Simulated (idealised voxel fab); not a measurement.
This is a process module. Its name is voxel ribs on slabs.
cross-section cut | 290 nm wide | cells 5 nm
Cross-section format: a grid of square cells, given as bands from top to bottom; each band is one or more rows of cells. In this notation a band is specified by the heights of its top and bottom, in that order and in nm, after which its materials appear from left to right, each paired with its width in nm. The word "everywhere" attached to a single material means that material fills the band from edge to edge; the word "empty" stands for empty space. Height 0 is the level under which the wafer as received is all one material. The lowest band goes on downwards, as in "0 and below". Per-row width for "30 to 40": begins at first number (top row of band), ends at second number (bottom row), increment between rows held constant. You'll sometimes find "everything unchanged" written for a step, and that's the way of saying that nowhere in the cross-section did a cell change during that step. Empty spaces without an open route to the top, at least 8 cells in extent, make up the entry "Closed void entries"; each is given as width x height at distance, where the distance is measured from the left edge, and all are in nm. On a step's line, text after the settings is the simulator commenting on that step. "overlay nm" answers the question of how far to the right of plan the mask lay on a step that has a mask, and when it is negative the answer is to the left.
# Intended process steps
1 RECEIVE,material Si
2 DIRECTIONAL_DEP,material SiO2,thk nm 20
3 DIRECTIONAL_DEP,material polySi,thk nm 15
4 MASKED_ETCH,tone cover,mask id RIB,width nm 25,etch materials polySi,depth nm 5,overlay nm 0
5 DIRECTIONAL_DEP,material aC,thk nm 10
6 PATTERN,tone cover,mask id SLAB,material resist,width nm 75,thk nm 25,overlay nm 0
7 DIRECTIONAL_ETCH,etch materials aC,depth nm 10
8 STRIP,etch materials resist
9 DIRECTIONAL_ETCH,etch materials polySi,depth nm 10
10 STRIP,etch materials aC
11 FILL_DEP,material SiO2,thk nm 20
12 CMP,height nm 45
13 DIRECTIONAL_DEP,material TiN,thk nm 5
14 DIRECTIONAL_DEP,material aC,thk nm 15
15 PATTERN,tone cover,mask id HEATER,material resist,width nm 35,thk nm 35,overlay nm 0
16 DIRECTIONAL_ETCH,etch materials aC,depth nm 15
17 STRIP,etch materials resist
18 DIRECTIONAL_ETCH,etch materials TiN,depth nm 5
19 STRIP,etch materials aC
20 CONFORMAL_DEP,material SiO2,thk nm 5
# The following pertains to the first of two wafers, which was processed as planned
# So this is the incoming wafer in cross-section - it's already been through step 1
  0 and below: Si everywhere
  Closed void entries: none
# Upon completion of step 2, the wafer appears in cross-section as shown
  20 down to 0: SiO2 everywhere
  Whatever lies below 0 is exactly as it was before.
# Upon completion of step 3, the wafer appears in cross-section as shown
  35 down to 20: polySi everywhere
  Whatever lies below 20 is exactly as it was before.
# Upon completion of step 4, the wafer appears in cross-section as shown
  35 down to 30: empty: 130, then polySi: 25, then empty: 135
  Whatever lies below 30 is exactly as it was before.
# Upon completion of step 5, the wafer appears in cross-section as shown
  45 down to 40: empty: 130, then aC: 25, then empty: 135
  40 down to 35: aC everywhere
  35 down to 30: aC: 130, then polySi: 25, then aC: 135
  Whatever lies below 30 is exactly as it was before.
# Upon completion of step 6, the wafer appears in cross-section as shown
  70 down to 45: empty: 105, then resist: 75, then empty: 110
  45 down to 40: empty: 105, then resist: 25, then aC: 25, then resist: 25, then empty: 110
  Whatever lies below 40 is exactly as it was before.
# Upon completion of step 7, the wafer appears in cross-section as shown
  60 down to 45: empty: 105, then resist: 75, then empty: 110
  45 down to 40: empty: 105, then resist: 25, then aC: 25, then resist: 25, then empty: 110
  40 down to 35: empty: 105, then aC: 75, then empty: 110
  35 down to 30: empty: 105, then aC: 25, then polySi: 25, then aC: 25, then empty: 110
  Whatever lies below 30 is exactly as it was before.
# Upon completion of step 8, the wafer appears in cross-section as shown
  45 down to 35: empty: 130 to 105, then aC: 25 to 75, then empty: 135 to 110
  Whatever lies below 35 is exactly as it was before.
# Upon completion of step 9, the wafer appears in cross-section as shown
  45 down to 35: empty: 130 to 105, then aC: 25 to 75, then empty: 135 to 110
  35 down to 30: empty: 105, then aC: 25, then polySi: 25, then aC: 25, then empty: 110
  30 down to 20: empty: 105, then polySi: 75, then empty: 110
  Whatever lies below 20 is exactly as it was before.
# Upon completion of step 10, the wafer appears in cross-section as shown
  35 down to 30: empty: 130, then polySi: 25, then empty: 135
  Whatever lies below 30 is exactly as it was before.
# Upon completion of step 11, the wafer appears in cross-section as shown
  55 down to 35: SiO2 everywhere
  35 down to 30: SiO2: 130, then polySi: 25, then SiO2: 135
  30 down to 20: SiO2: 105, then polySi: 75, then SiO2: 110
  Whatever lies below 20 is exactly as it was before.
# Upon completion of step 12, the wafer appears in cross-section as shown
  45 down to 35: SiO2 everywhere
  Whatever lies below 35 is exactly as it was before.
# Upon completion of step 13, the wafer appears in cross-section as shown
  50 down to 45: TiN everywhere
  Whatever lies below 45 is exactly as it was before.
# Upon completion of step 14, the wafer appears in cross-section as shown
  65 down to 50: aC everywhere
  Whatever lies below 50 is exactly as it was before.
# Upon completion of step 15, the wafer appears in cross-section as shown
  100 down to 65: empty: 125, then resist: 35, then empty: 130
  Whatever lies below 65 is exactly as it was before.
# Upon completion of step 16, the wafer appears in cross-section as shown
  85 down to 65: empty: 125, then resist: 35, then empty: 130
  65 down to 50: empty: 125, then aC: 35, then empty: 130
  Whatever lies below 50 is exactly as it was before.
# Upon completion of step 17, the wafer appears in cross-section as shown
  65 down to 50: empty: 125, then aC: 35, then empty: 130
  Whatever lies below 50 is exactly as it was before.
# Upon completion of step 18, the wafer appears in cross-section as shown
  65 down to 50: empty: 125, then aC: 35, then empty: 130
  50 down to 45: empty: 125, then TiN: 35, then empty: 130
  Whatever lies below 45 is exactly as it was before.
# Upon completion of step 19, the wafer appears in cross-section as shown
  50 down to 45: empty: 125, then TiN: 35, then empty: 130
  Whatever lies below 45 is exactly as it was before.
# Upon completion of step 20, the wafer appears in cross-section as shown
  55 down to 50: empty: 120, then SiO2: 45, then empty: 125
  50 down to 45: SiO2: 125, then TiN: 35, then SiO2: 130
  Whatever lies below 45 is exactly as it was before.
# The second wafer began exactly as the first did and followed the same plan, but one mistake was made while running it; through step 5 inclusive, the two wafers are identical
# The second wafer cut through, at the time step 6 was supposed to be finished
  70 down to 45: empty: 115, then resist: 75, then empty: 100
  45 down to 40: empty: 115, then resist: 15, then aC: 25, then resist: 35, then empty: 100
  Whatever lies below 40 is exactly as it was before.
# The second wafer cut through, at the time step 7 was supposed to be finished
  60 down to 45: empty: 115, then resist: 75, then empty: 100
  45 down to 40: empty: 115, then resist: 15, then aC: 25, then resist: 35, then empty: 100
  40 down to 35: empty: 115, then aC: 75, then empty: 100
  35 down to 30: empty: 115, then aC: 15, then polySi: 25, then aC: 35, then empty: 100
  Whatever lies below 30 is exactly as it was before.
# The second wafer cut through, at the time step 8 was supposed to be finished
  45 down to 35: empty: 130 to 115, then aC: 25 to 75, then empty: 135 to 100
  Whatever lies below 35 is exactly as it was before.
# The second wafer cut through, at the time step 9 was supposed to be finished
  45 down to 35: empty: 130 to 115, then aC: 25 to 75, then empty: 135 to 100
  35 down to 30: empty: 115, then aC: 15, then polySi: 25, then aC: 35, then empty: 100
  30 down to 20: empty: 115, then polySi: 75, then empty: 100
  Whatever lies below 20 is exactly as it was before.
# The second wafer cut through, at the time step 10 was supposed to be finished
  35 down to 30: empty: 130, then polySi: 25, then empty: 135
  Whatever lies below 30 is exactly as it was before.
# The second wafer cut through, at the time step 11 was supposed to be finished
  55 down to 35: SiO2 everywhere
  35 down to 30: SiO2: 130, then polySi: 25, then SiO2: 135
  30 down to 20: SiO2: 115, then polySi: 75, then SiO2: 100
  Whatever lies below 20 is exactly as it was before.
# The second wafer cut through, at the time step 12 was supposed to be finished
  45 down to 35: SiO2 everywhere
  Whatever lies below 35 is exactly as it was before.
# The second wafer cut through, at the time step 13 was supposed to be finished
  50 down to 45: TiN everywhere
  Whatever lies below 45 is exactly as it was before.
# The second wafer cut through, at the time step 14 was supposed to be finished
  65 down to 50: aC everywhere
  Whatever lies below 50 is exactly as it was before.
# The second wafer cut through, at the time step 15 was supposed to be finished
  100 down to 65: empty: 125, then resist: 35, then empty: 130
  Whatever lies below 65 is exactly as it was before.
# The second wafer cut through, at the time step 16 was supposed to be finished
  85 down to 65: empty: 125, then resist: 35, then empty: 130
  65 down to 50: empty: 125, then aC: 35, then empty: 130
  Whatever lies below 50 is exactly as it was before.
# The second wafer cut through, at the time step 17 was supposed to be finished
  65 down to 50: empty: 125, then aC: 35, then empty: 130
  Whatever lies below 50 is exactly as it was before.
# The second wafer cut through, at the time step 18 was supposed to be finished
  65 down to 50: empty: 125, then aC: 35, then empty: 130
  50 down to 45: empty: 125, then TiN: 35, then empty: 130
  Whatever lies below 45 is exactly as it was before.
# The second wafer cut through, at the time step 19 was supposed to be finished
  50 down to 45: empty: 125, then TiN: 35, then empty: 130
  Whatever lies below 45 is exactly as it was before.
# The second wafer cut through, at the time step 20 was supposed to be finished
  55 down to 50: empty: 120, then SiO2: 45, then empty: 125
  50 down to 45: SiO2: 125, then TiN: 35, then SiO2: 130
  Whatever lies below 45 is exactly as it was before.
What went wrong in running the wafer? so step 6 ended up running with a different setting than we planned, it ran as PATTERN,tone cover,mask id SLAB,material resist,width nm 75,thk nm 25,overlay nm 10
Cell counts per material: same on both final wafers. Positions: different.
